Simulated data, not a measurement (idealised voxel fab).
Process module under the name voxel tone inversion
Shown is cross-section cut, with a width of 270 nm and square cells of size 5 nm.
When this document writes out a cross-section, it uses a grid of square cells and lists it as bands, beginning at the top and moving down, with a band standing for one or more rows of cells. Within each band entry, the heights of the top and of the bottom of the band appear first, in that order and in nm; the materials of the band then follow from left to right, each with its corresponding width in nm. The designation "edge to edge" on a single material indicates that it fills the band from edge to edge; the designation "air" indicates empty space. Where do heights start? At 0: under that level the wafer as delivered is made of one material only. And the lowest band has no floor; it just carries on downward, as in "top 0, no bottom". When a width is written as two numbers, as in "30..40", the first number is the width in the top row of cells of the band and the second is the width in its bottom row, and the width changes by the same amount from each row to the next. It should be understood that the words "same as before", when stated for a given step, signify that the cross-section underwent no change in any of its cells during that step. For the entry "Sealed void listing", the listed items are empty spaces with no open way to the top whose size is 8 cells or more; each item follows the pattern width x height at distance, where distance is from the left edge and all three are in nm. Whatever follows a step's settings on its line is a remark the simulator itself makes about that step. overlay nm: for a step with a mask, the amount by which the mask lay right of where it was planned; a negative amount means left of it.

Intended process steps:
1,RECEIVE,material Si
2,CONFORMAL_DEP,material SiCN,thk nm 10
3,DIRECTIONAL_DEP,material polySi,thk nm 5
4,PATTERN,tone cover,mask id POSTS,material resist,width nm 15,pitch nm 35,thk nm 25,overlay nm 0
5,DIRECTIONAL_ETCH,etch materials polySi,depth nm 15
6,STRIP,etch materials resist
7,FILL_DEP,material lowk,thk nm 10
8,CMP,height nm 25
9,STRIP,etch materials polySi
10,CONFORMAL_DEP,material TiN,thk nm 5
11,FILL_DEP,material Ru,thk nm 5
12,CMP,height nm 25
13,CONFORMAL_DEP,material SiCN,thk nm 5
Variable across wafers: step 3 thk nm (plan value is that of the first wafer; starting state common to all).

Step 1 complete: as-received cross-section of the first of several wafers:
    top 0, no bottom = Si edge to edge
    Sealed void listing: none

What follows is a table in which each wafer occupies a row; for the wafer as it stands at the close of the module, the row states, material by material, how many cells have been gained (+) or lost (-) since receipt, and then gives its closed voids:
thk nm 5, +162 SiCN, +153 lowk, +9 polySi, Sealed void listing: none
thk nm 10, +162 SiCN, +144 lowk, +18 polySi, Sealed void listing: none
thk nm 15, +6 Ru, +162 SiCN, +21 TiN, +135 lowk, Sealed void listing: none
